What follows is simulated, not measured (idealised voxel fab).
Presented below is a process module, voxel ribs on slabs.
For reference, the cross-section in this document is cut, with width 285 nm and square cells of 5 nm.
Each cross-section below is a grid of square cells, stated as bands in top-down order, with one or more rows of cells making up each band.
A band entry consists of two parts. The first gives the height of the band's top and the height of its bottom, in nm. The rest lists the band's materials from left to right, each with its width in nm. A single material labelled with the word "edge to edge" fills the band from edge to edge, and the word "blank" marks empty space.
Below 0: as-received wafer, all one material; heights counted from there. Lowest band: no bottom, goes on down, written "0 and below".
A width given as "30 to 40" starts at the first number in the band's top row and ends at the second number in its bottom row, shifting by an equal amount at every step from row to row.
A step reported as "no alterations made" is a step in which no cell of the cross-section changed.
"Enclosed void catalog" - sealed voids, min. 8 cells, no opening to top; format: width x height at distance (distance from left edge; nm throughout).
Anything after a step's settings on that line? It's the simulator's own note about the step.
overlay nm: where the mask lay relative to plan, measured to the right, on steps with a mask; negatives go left.
Planned step list for the process
- 1: RECEIVE: material Si
- 2: DIRECTIONAL_DEP: material SiO2, thk nm 25
- 3: DIRECTIONAL_DEP: material SiN, thk nm 15
- 4: PATTERN: tone cover, mask id RIB, material resist, width nm 30, thk nm 15, overlay nm 0
- 5: DIRECTIONAL_ETCH: etch materials SiN, depth nm 10
- 6: STRIP: etch materials resist
- 7: MASKED_ETCH: tone cover, mask id SLAB, width nm 70, etch materials SiN, depth nm 5, overlay nm 0
- 8: FILL_DEP: material SiO2, thk nm 25
- 9: CMP: height nm 60
- 10: DIRECTIONAL_DEP: material TiN, thk nm 10
- 11: DIRECTIONAL_DEP: material aC, thk nm 10
- 12: PATTERN: tone cover, mask id HEATER, material resist, width nm 40, thk nm 30, overlay nm 0
- 13: DIRECTIONAL_ETCH: etch materials aC, depth nm 10
- 14: STRIP: etch materials resist
- 15: DIRECTIONAL_ETCH: etch materials TiN, depth nm 10
- 16: STRIP: etch materials aC
- 17: CONFORMAL_DEP: material SiN, thk nm 5
As-received wafer cross-section (after step 1)
* 0 and below: Si edge to edge
* Enclosed void catalog: none
End state of the module in cross-section, given the above starting point and plan and one mistake in execution
* 70 down to 60: blank=120, then TiN=40, then blank=125
* 60 down to 40: SiO2 edge to edge
* 40 down to 30: SiO2=125, then SiN=30, then SiO2=130
* 30 down to 25: SiO2=105, then SiN=70, then SiO2=110
* 25 down to 0: SiO2 edge to edge
* 0 and below: Si edge to edge
* Enclosed void catalog: none
Here's what went sideways: no execution of plan step 17; skipped
